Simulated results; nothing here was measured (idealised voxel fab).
A process module follows: voxel gate over fins.
Square cells of 5 nm make up the cross-section cut, whose width is 285 nm.
In this document a cross-section is written as a grid of square cells. It is given as a series of bands, listed from the top down, and a band is one or more rows of cells. First you get the band's top height and its bottom height, in nm, and then the materials it's made of, left to right, with each width in nm. If you see a single material with "full width", that one covers the band edge to edge. "empty" is empty space. Heights are expressed relative to 0, this being the level below which the as-received wafer comprises one material exclusively. The lowest band is unbounded in the downward direction and is denoted as in "0 nm and below". The notation "30 to 40" denotes a width that varies across the rows of cells in the band, beginning at the first number in the top row, finishing at the second number in the bottom row, and changing by an identical amount from each row to the next. Step marked "everything unchanged"? Then no cell in the cross-section changed in it. Entry "Enclosed void listing" = empty spaces >= 8 cells with no open way to the top; each as width x height at distance, distance from left edge, all nm. If you see something after the settings on a step's line, that's the simulator's own remark about that step. Among the settings permitted on a step's line is "overlay nm"; applied to a step with a mask, it specifies the extent to which the mask lay to the right of its planned position, whereas a negative figure signifies a position to the left.

[Below is the list of planned process steps]
| 1 | RECEIVE [material Si] |
| 2 | CONFORMAL_DEP [material SiN] [thk nm 10] |
| 3 | MASKED_ETCH [tone cover] [mask id FINS] [width nm 15] [pitch nm 60] [etch materials SiN] [depth nm 10] [overlay nm 0] |
| 4 | MASKED_ETCH [tone cover] [mask id FINS] [width nm 15] [pitch nm 60] [etch materials Si] [depth nm 35] [overlay nm 0] |
| 5 | OXIDIZE [depth nm 5] |
| 6 | FILL_DEP [material SiO2] [thk nm 10] |
| 7 | CMP [height nm 10] |
| 8 | PATTERN [tone open] [mask id RAIL] [material resist] [width nm 15] [thk nm 20] [overlay nm 0] |
| 9 | DIRECTIONAL_ETCH [etch materials SiO2] [depth nm 40] |
| 10 | STRIP [etch materials resist] |
| 11 | CONFORMAL_DEP [material TiN] [thk nm 5] |
| 12 | FILL_DEP [material W] [thk nm 10] |
| 13 | CMP [height nm 10] |
| 14 | SELECTIVE_ETCH [etch materials W Ru TiN] [depth nm 35] |
| 15 | FILL_DEP [material SiO2] [thk nm 5] |
| 16 | CMP [height nm 10] |
| 17 | SELECTIVE_ETCH [etch materials SiO2] [depth nm 25] |
| 18 | STRIP [etch materials SiN] |
| 19 | CONFORMAL_DEP [material HfO2] [thk nm 5] |
| 20 | CONFORMAL_DEP [material TiN] [thk nm 5] |
| 21 | CONFORMAL_DEP [material TiAl] [thk nm 5] |
| 22 | CONFORMAL_DEP [material TiN] [thk nm 5] |
| 23 | FILL_DEP [material W] [thk nm 10] |
| 24 | CMP [height nm 25] |
| 25 | CONFORMAL_DEP [material SiCN] [thk nm 10] |
Variable across wafers: step 3 width nm (plan value is that of the first wafer; starting state common to all).

[Cross-section of the first of several received wafers, showing its state after step 1]
0 nm and below | Si full width
Enclosed void listing: none

[End of the module, past its last step, step 25: how the first of several wafers looks in cross-section]
35 nm to 25 nm | SiCN full width
25 nm to 20 nm | W full width
20 nm to 15 nm | W: 90, TiN: 45, W: 15, TiN: 45, W: 90
15 nm to 10 nm | W: 90, TiN: 5, TiAl: 35, TiN: 5, W: 15, TiN: 5, TiAl: 35, TiN: 5, W: 90
10 nm to 5 nm | W: 90, TiN: 5, TiAl: 5, TiN: 25, TiAl: 5, TiN: 5, W: 15, TiN: 5, TiAl: 5, TiN: 25, TiAl: 5, TiN: 5, W: 90
5 nm to 0 nm | TiN: 95, TiAl: 5, TiN: 5, HfO2: 15, TiN: 5, TiAl: 5, TiN: 25, TiAl: 5, TiN: 5, HfO2: 15, TiN: 5, TiAl: 5, TiN: 95
0 nm to -5 nm | TiAl: 100, TiN: 5, HfO2: 5, Si: 5, HfO2: 5, TiN: 5, TiAl: 35, TiN: 5, HfO2: 5, Si: 5, HfO2: 5, TiN: 5, TiAl: 100
-5 nm to -10 nm | TiN: 105, HfO2: 5, Si: 5, HfO2: 5, TiN: 45, HfO2: 5, Si: 5, HfO2: 5, TiN: 105
-10 nm to -15 nm | HfO2: 110, Si: 5, HfO2: 55, Si: 5, HfO2: 110
-15 nm to -25 nm | SiO2: 110, Si: 5, SiO2: 55, Si: 5, SiO2: 110
-25 nm to -30 nm | SiO2: 110, Si: 5, SiO2: 20, TiN: 15, SiO2: 20, Si: 5, SiO2: 110
-30 nm to -40 nm | SiO2: 110, Si: 5, SiO2: 55, Si: 5, SiO2: 110
-40 nm and below | Si full width
Enclosed void listing: none

[Last wafer of the set, cross-sectioned at end of module]
35 nm to 25 nm | SiCN full width
25 nm to 20 nm | W full width
20 nm to 15 nm | W: 85, TiN: 120, W: 80
15 nm to 10 nm | W: 85, TiN: 5, TiAl: 50, TiN: 10, TiAl: 50, TiN: 5, W: 80
10 nm to 5 nm | W: 85, TiN: 5, TiAl: 5, TiN: 40, TiAl: 5, TiN: 10, TiAl: 5, TiN: 40, TiAl: 5, TiN: 5, W: 80
5 nm to 0 nm | TiN: 90, TiAl: 5, TiN: 5, HfO2: 30, TiN: 5, TiAl: 5, TiN: 10, TiAl: 5, TiN: 5, HfO2: 30, TiN: 5, TiAl: 5, TiN: 85
0 nm to -5 nm | TiAl: 95, TiN: 5, HfO2: 5, Si: 20, HfO2: 5, TiN: 5, TiAl: 20, TiN: 5, HfO2: 5, Si: 20, HfO2: 5, TiN: 5, TiAl: 90
-5 nm to -10 nm | TiN: 100, HfO2: 5, Si: 20, HfO2: 5, TiN: 30, HfO2: 5, Si: 20, HfO2: 5, TiN: 95
-10 nm to -15 nm | HfO2: 105, Si: 20, HfO2: 40, Si: 20, HfO2: 100
-15 nm to -25 nm | SiO2: 105, Si: 20, SiO2: 40, Si: 20, SiO2: 100
-25 nm to -30 nm | SiO2: 105, Si: 20, SiO2: 10, TiN: 15, SiO2: 15, Si: 20, SiO2: 100
-30 nm to -40 nm | SiO2: 105, Si: 20, SiO2: 40, Si: 20, SiO2: 100
-40 nm and below | Si full width
Enclosed void listing: none

[Per wafer (row), end of module: delta in cells per material since receipt, (+) for gained, (-) for lost; closed voids after that]
width nm 15 | +69 HfO2 | -440 Si | +114 SiCN | +272 SiO2 | +69 TiAl | +141 TiN | +174 W | Enclosed void listing: none
width nm 20 | +69 HfO2 | -424 Si | +114 SiCN | +262 SiO2 | +69 TiAl | +141 TiN | +168 W | Enclosed void listing: none
width nm 25 | +69 HfO2 | -408 Si | +114 SiCN | +252 SiO2 | +69 TiAl | +141 TiN | +162 W | Enclosed void listing: none
width nm 30 | +69 HfO2 | -392 Si | +114 SiCN | +242 SiO2 | +69 TiAl | +141 TiN | +156 W | Enclosed void listing: none
